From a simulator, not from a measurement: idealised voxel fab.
process module | voxel released beams
cross-section cut | 150 nm wide | cells 5 nm
A cross-section is a grid of square cells, given in bands from the top down. A band is one or more rows of cells.
Each band's line starts with the height of the band's top and of its bottom, in nm. Then come its materials from left to right, each with its width in nm. One material with "throughout" fills the band from edge to edge. "air" is empty space.
Height 0 is the level under which the wafer as received is all one material. The lowest band goes on downwards, as in "0 down".
A width such as "30 to 40" changes by the same amount from each row of cells to the next, from the band's top row to its bottom row.
"no change" after a step means that no cell of the cross-section changed.
closed voids: empty space of 8 cells or more with no open way to the top, each as width x height at its distance from the left edge, in nm
after a step's settings: what the simulator itself notes on the step
overlay nm, on a step with a mask: how far to the right of its planned place the mask lay; to the left if negative
plan
1 op RECEIVE | material Si
2 op CONFORMAL_DEP | material Al2O3 | thk nm 5
3 op DIRECTIONAL_DEP | material SiO2 | thk nm 20
4 op DIRECTIONAL_DEP | material aC | thk nm 10
5 op PATTERN | tone open | mask id ANCHOR | material resist | width nm 40 | thk nm 30 | overlay nm 0
6 op DIRECTIONAL_ETCH | etch materials aC | depth nm 10
7 op STRIP | etch materials resist
8 op DIRECTIONAL_ETCH | etch materials SiO2 | depth nm 20
9 op STRIP | etch materials aC
10 op CONFORMAL_DEP | material polySi | thk nm 15
11 op PATTERN | tone cover | mask id BEAM | material resist | width nm 115 | thk nm 15 | overlay nm 0
12 op DIRECTIONAL_ETCH | etch materials polySi | depth nm 15
13 op STRIP | etch materials resist
14 op STRIP | etch materials SiO2
first wafer, as planned
as received, after step 1
  0 down: Si throughout
  closed voids: none
after step 2
  5 to 0: Al2O3 throughout
  below 0: unchanged
after step 3
  25 to 5: SiO2 throughout
  below 5: unchanged
after step 4
  35 to 25: aC throughout
  below 25: unchanged
after step 5
  65 to 35: resist 20 | air 40 | resist 90
  below 35: unchanged
after step 6
  55 to 35: resist 20 | air 40 | resist 90
  35 to 25: aC 20 | air 40 | aC 90
  below 25: unchanged
after step 7
  35 to 25: aC 20 | air 40 | aC 90
  below 25: unchanged
after step 8
  35 to 25: aC 20 | air 40 | aC 90
  25 to 5: SiO2 20 | air 40 | SiO2 90
  below 5: unchanged
after step 9
  25 to 5: SiO2 20 | air 40 | SiO2 90
  below 5: unchanged
after step 10
  40 to 25: polySi 35 | air 10 | polySi 105
  25 to 20: SiO2 20 | polySi 15 | air 10 | polySi 15 | SiO2 90
  20 to 5: SiO2 20 | polySi 40 | SiO2 90
  below 5: unchanged
after step 11
  55 to 40: air 15 | resist 115 | air 20
  40 to 25: polySi 35 | resist 10 | polySi 105
  25 to 20: SiO2 20 | polySi 15 | resist 10 | polySi 15 | SiO2 90
  below 20: unchanged
after step 12
  55 to 40: air 15 | resist 115 | air 20
  40 to 25: air 15 | polySi 20 | resist 10 | polySi 85 | air 20
  below 25: unchanged
after step 13
  40 to 25: air 15 | polySi 20 | air 10 | polySi 85 | air 20
  25 to 20: SiO2 20 | polySi 15 | air 10 | polySi 15 | SiO2 90
  below 20: unchanged
after step 14
  40 to 25: air 15 | polySi 20 | air 10 | polySi 85 | air 20
  25 to 20: air 20 | polySi 15 | air 10 | polySi 15 | air 90
  20 to 5: air 20 | polySi 40 | air 90
  below 5: unchanged
second wafer: like start, like plan, one mistake. Through step 4 it matches the first wafer
when step 5 should have ended
  65 to 35: resist 25 | air 35 | resist 90
  below 35: unchanged
when step 6 should have ended
  55 to 35: resist 25 | air 35 | resist 90
  35 to 25: aC 25 | air 35 | aC 90
  below 25: unchanged
when step 7 should have ended
  35 to 25: aC 25 | air 35 | aC 90
  below 25: unchanged
when step 8 should have ended
  35 to 25: aC 25 | air 35 | aC 90
  25 to 5: SiO2 25 | air 35 | SiO2 90
  below 5: unchanged
when step 9 should have ended
  25 to 5: SiO2 25 | air 35 | SiO2 90
  below 5: unchanged
when step 10 should have ended
  40 to 25: polySi 40 | air 5 | polySi 105
  25 to 20: SiO2 25 | polySi 15 | air 5 | polySi 15 | SiO2 90
  20 to 5: SiO2 25 | polySi 35 | SiO2 90
  below 5: unchanged
when step 11 should have ended
  55 to 40: air 15 | resist 115 | air 20
  40 to 25: polySi 40 | resist 5 | polySi 105
  25 to 20: SiO2 25 | polySi 15 | resist 5 | polySi 15 | SiO2 90
  below 20: unchanged
when step 12 should have ended
  55 to 40: air 15 | resist 115 | air 20
  40 to 25: air 15 | polySi 25 | resist 5 | polySi 85 | air 20
  below 25: unchanged
when step 13 should have ended
  40 to 25: air 15 | polySi 25 | air 5 | polySi 85 | air 20
  25 to 20: SiO2 25 | polySi 15 | air 5 | polySi 15 | SiO2 90
  below 20: unchanged
when step 14 should have ended
  40 to 25: air 15 | polySi 25 | air 5 | polySi 85 | air 20
  25 to 20: air 25 | polySi 15 | air 5 | polySi 15 | air 90
  20 to 5: air 25 | polySi 35 | air 90
  below 5: unchanged
what went wrong: step 5 ran as: op PATTERN | tone open | mask id ANCHOR | material resist | width nm 35 | thk nm 30 | overlay nm 0
at the end the second wafer has, in cells: as many of each material as the first, in other places
